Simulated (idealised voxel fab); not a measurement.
The process module presented herein is designated voxel self aligned vias.
For reference, the cross-section in this document is cut, with width 185 nm and square cells of 5 nm.
Heads up, the way a cross-section reads in here is a grid of square cells, handed over as bands from the top down, with every band being one or more rows of cells. Quick guide to a band line: top height, bottom height (nm) up front; then every material left to right with its width in nm. Only one material and it's marked "everywhere"? Then it fills the band edge to edge. And "air" just means empty space. Heights are expressed relative to 0, this being the level below which the as-received wafer comprises one material exclusively. The lowest band is unbounded in the downward direction and is denoted as in "0 down". A width such as "30..40" changes by the same amount from each row of cells to the next, from the band's top row to its bottom row. Key: "remains unaltered" - step with no changed cell in the cross-section. Reported under the label "Completely enclosed voids" are the empty spaces having no open way to the top and comprising 8 cells or more; the notation for each is width x height at distance, in which the distance is measured from the left edge and all three values are in nm. Formally, on a step line, whatever follows the settings is a remark that the simulator itself makes on the step. overlay nm: where the mask lay relative to plan, measured to the right, on steps with a mask; negatives go left.
This section lists the process steps that were planned:
1. RECEIVE: material Si
2. CONFORMAL_DEP: material SiO2, thk nm 10
3. CONFORMAL_DEP: material SiCN, thk nm 5
4. DIRECTIONAL_DEP: material SiO2, thk nm 30
5. DIRECTIONAL_DEP: material aC, thk nm 10
6. PATTERN: tone open, mask id LINES, material resist, width nm 20, pitch nm 70, thk nm 30, overlay nm 0
7. DIRECTIONAL_ETCH: etch materials aC, depth nm 10
8. STRIP: etch materials resist
9. DIRECTIONAL_ETCH: etch materials SiO2, depth nm 30
10. STRIP: etch materials aC
11. CONFORMAL_DEP: material TiN, thk nm 5
12. FILL_DEP: material W, thk nm 10
13. CMP: height nm 45
14. SELECTIVE_ETCH: etch materials W Ru TiN, depth nm 10
15. FILL_DEP: material SiN, thk nm 10
16. CMP: height nm 45
17. DIRECTIONAL_DEP: material SiO2, thk nm 20
18. MASKED_ETCH: tone open, mask id VIAS, width nm 40, pitch nm 70, etch materials SiO2, depth nm 20, overlay nm 0
19. MASKED_ETCH: tone open, mask id VIAS, width nm 40, pitch nm 70, etch materials SiN, depth nm 10, overlay nm 0
20. CONFORMAL_DEP: material TiN, thk nm 5
21. FILL_DEP: material Cu, thk nm 10
22. CMP: height nm 65
23. CONFORMAL_DEP: material SiCN, thk nm 5
First wafer, as planned:
Cross-section of the incoming wafer, state after step 1:
- 0 down = Si everywhere
- Completely enclosed voids: none
Step 2 complete: cross-section through the wafer:
- 10 to 0 = SiO2 everywhere
- Unchanged below 0.
Step 3 complete: cross-section through the wafer:
- 15 to 10 = SiCN everywhere
- Unchanged below 10.
Step 4 complete: cross-section through the wafer:
- 45 to 15 = SiO2 everywhere
- Unchanged below 15.
Step 5 complete: cross-section through the wafer:
- 55 to 45 = aC everywhere
- Unchanged below 45.
Step 6 complete: cross-section through the wafer:
- 85 to 55 = resist (45) / air (20) / resist (50) / air (20) / resist (50)
- Unchanged below 55.
Step 7 complete: cross-section through the wafer:
- 75 to 55 = resist (45) / air (20) / resist (50) / air (20) / resist (50)
- 55 to 45 = aC (45) / air (20) / aC (50) / air (20) / aC (50)
- Unchanged below 45.
Step 8 complete: cross-section through the wafer:
- 55 to 45 = aC (45) / air (20) / aC (50) / air (20) / aC (50)
- Unchanged below 45.
Step 9 complete: cross-section through the wafer:
- 55 to 45 = aC (45) / air (20) / aC (50) / air (20) / aC (50)
- 45 to 15 = SiO2 (45) / air (20) / SiO2 (50) / air (20) / SiO2 (50)
- Unchanged below 15.
Step 10 complete: cross-section through the wafer:
- 45 to 15 = SiO2 (45) / air (20) / SiO2 (50) / air (20) / SiO2 (50)
- Unchanged below 15.
Step 11 complete: cross-section through the wafer:
- 50 to 45 = TiN (50) / air (10) / TiN (60) / air (10) / TiN (55)
- 45 to 20 = SiO2 (45) / TiN (5) / air (10) / TiN (5) / SiO2 (50) / TiN (5) / air (10) / TiN (5) / SiO2 (50)
- 20 to 15 = SiO2 (45) / TiN (20) / SiO2 (50) / TiN (20) / SiO2 (50)
- Unchanged below 15.
Step 12 complete: cross-section through the wafer:
- 60 to 50 = W everywhere
- 50 to 45 = TiN (50) / W (10) / TiN (60) / W (10) / TiN (55)
- 45 to 20 = SiO2 (45) / TiN (5) / W (10) / TiN (5) / SiO2 (50) / TiN (5) / W (10) / TiN (5) / SiO2 (50)
- Unchanged below 20.
Step 13 complete: cross-section through the wafer:
- 45 to 20 = SiO2 (45) / TiN (5) / W (10) / TiN (5) / SiO2 (50) / TiN (5) / W (10) / TiN (5) / SiO2 (50)
- Unchanged below 20.
Step 14 complete: cross-section through the wafer:
- 45 to 35 = SiO2 (45) / air (20) / SiO2 (50) / air (20) / SiO2 (50)
- Unchanged below 35.
Step 15 complete: cross-section through the wafer:
- 55 to 45 = SiN everywhere
- 45 to 35 = SiO2 (45) / SiN (20) / SiO2 (50) / SiN (20) / SiO2 (50)
- Unchanged below 35.
Step 16 complete: cross-section through the wafer:
- 45 to 35 = SiO2 (45) / SiN (20) / SiO2 (50) / SiN (20) / SiO2 (50)
- Unchanged below 35.
Step 17 complete: cross-section through the wafer:
- 65 to 45 = SiO2 everywhere
- Unchanged below 45.
Step 18 complete: cross-section through the wafer:
- 65 to 45 = SiO2 (35) / air (40) / SiO2 (30) / air (40) / SiO2 (40)
- Unchanged below 45.
Step 19 complete: cross-section through the wafer:
- 65 to 45 = SiO2 (35) / air (40) / SiO2 (30) / air (40) / SiO2 (40)
- 45 to 35 = SiO2 (45) / air (20) / SiO2 (50) / air (20) / SiO2 (50)
- Unchanged below 35.
Step 20 complete: cross-section through the wafer:
- 70 to 65 = TiN (40) / air (30) / TiN (40) / air (30) / TiN (45)
- 65 to 50 = SiO2 (35) / TiN (5) / air (30) / TiN (5) / SiO2 (30) / TiN (5) / air (30) / TiN (5) / SiO2 (40)
- 50 to 40 = SiO2 (35..45) / TiN (15..5) / air (10) / TiN (15..5) / SiO2 (30..50) / TiN (15..5) / air (10) / TiN (15..5) / SiO2 (40..50)
- 40 to 35 = SiO2 (45) / TiN (20) / SiO2 (50) / TiN (20) / SiO2 (50)
- Unchanged below 35.
Step 21 complete: cross-section through the wafer:
- 80 to 70 = Cu everywhere
- 70 to 65 = TiN (40) / Cu (30) / TiN (40) / Cu (30) / TiN (45)
- 65 to 50 = SiO2 (35) / TiN (5) / Cu (30) / TiN (5) / SiO2 (30) / TiN (5) / Cu (30) / TiN (5) / SiO2 (40)
- 50 to 40 = SiO2 (35..45) / TiN (15..5) / Cu (10) / TiN (15..5) / SiO2 (30..50) / TiN (15..5) / Cu (10) / TiN (15..5) / SiO2 (40..50)
- Unchanged below 40.
Step 22 complete: cross-section through the wafer:
- 65 to 50 = SiO2 (35) / TiN (5) / Cu (30) / TiN (5) / SiO2 (30) / TiN (5) / Cu (30) / TiN (5) / SiO2 (40)
- Unchanged below 50.
Step 23 complete: cross-section through the wafer:
- 70 to 65 = SiCN everywhere
- Unchanged below 65.
Wafer two. Same start, same plan, one slip in execution. Same as wafer one through step 17, inclusive:
Cross-section of the second wafer when, according to plan, step 18 should have finished:
- 65 to 45 = SiO2 (35) / air (40) / SiO2 (30) / air (40) / SiO2 (40)
- 45 to 35 = SiO2 (35) / air (10) / SiN (20) / air (10) / SiO2 (30) / air (10) / SiN (20) / air (10) / SiO2 (40)
- 35 to 25 = SiO2 (35) / air (10) / TiN (5) / W (10) / TiN (5) / air (10) / SiO2 (30) / air (10) / TiN (5) / W (10) / TiN (5) / air (10) / SiO2 (40)
- Unchanged below 25.
Cross-section of the second wafer when, according to plan, step 19 should have finished:
- 65 to 35 = SiO2 (35) / air (40) / SiO2 (30) / air (40) / SiO2 (40)
- Unchanged below 35.
Cross-section of the second wafer when, according to plan, step 20 should have finished:
- 70 to 65 = TiN (40) / air (30) / TiN (40) / air (30) / TiN (45)
- 65 to 40 = SiO2 (35) / TiN (5) / air (30) / TiN (5) / SiO2 (30) / TiN (5) / air (30) / TiN (5) / SiO2 (40)
- 40 to 35 = SiO2 (35) / TiN (40) / SiO2 (30) / TiN (40) / SiO2 (40)
- 35 to 25 = SiO2 (35) / TiN (15) / W (10) / TiN (15) / SiO2 (30) / TiN (15) / W (10) / TiN (15) / SiO2 (40)
- Unchanged below 25.
Cross-section of the second wafer when, according to plan, step 21 should have finished:
- 80 to 70 = Cu everywhere
- 70 to 65 = TiN (40) / Cu (30) / TiN (40) / Cu (30) / TiN (45)
- 65 to 40 = SiO2 (35) / TiN (5) / Cu (30) / TiN (5) / SiO2 (30) / TiN (5) / Cu (30) / TiN (5) / SiO2 (40)
- Unchanged below 40.
Cross-section of the second wafer when, according to plan, step 22 should have finished:
- 65 to 40 = SiO2 (35) / TiN (5) / Cu (30) / TiN (5) / SiO2 (30) / TiN (5) / Cu (30) / TiN (5) / SiO2 (40)
- Unchanged below 40.
Cross-section of the second wafer when, according to plan, step 23 should have finished:
- 70 to 65 = SiCN everywhere
- Unchanged below 65.
What broke from the plan during processing? execution of plan step 18 occurred twice
Heads up, by the end the second wafer has more or fewer cells of some materials compared to the first: Cu +16; SiO2 -32; TiN +16
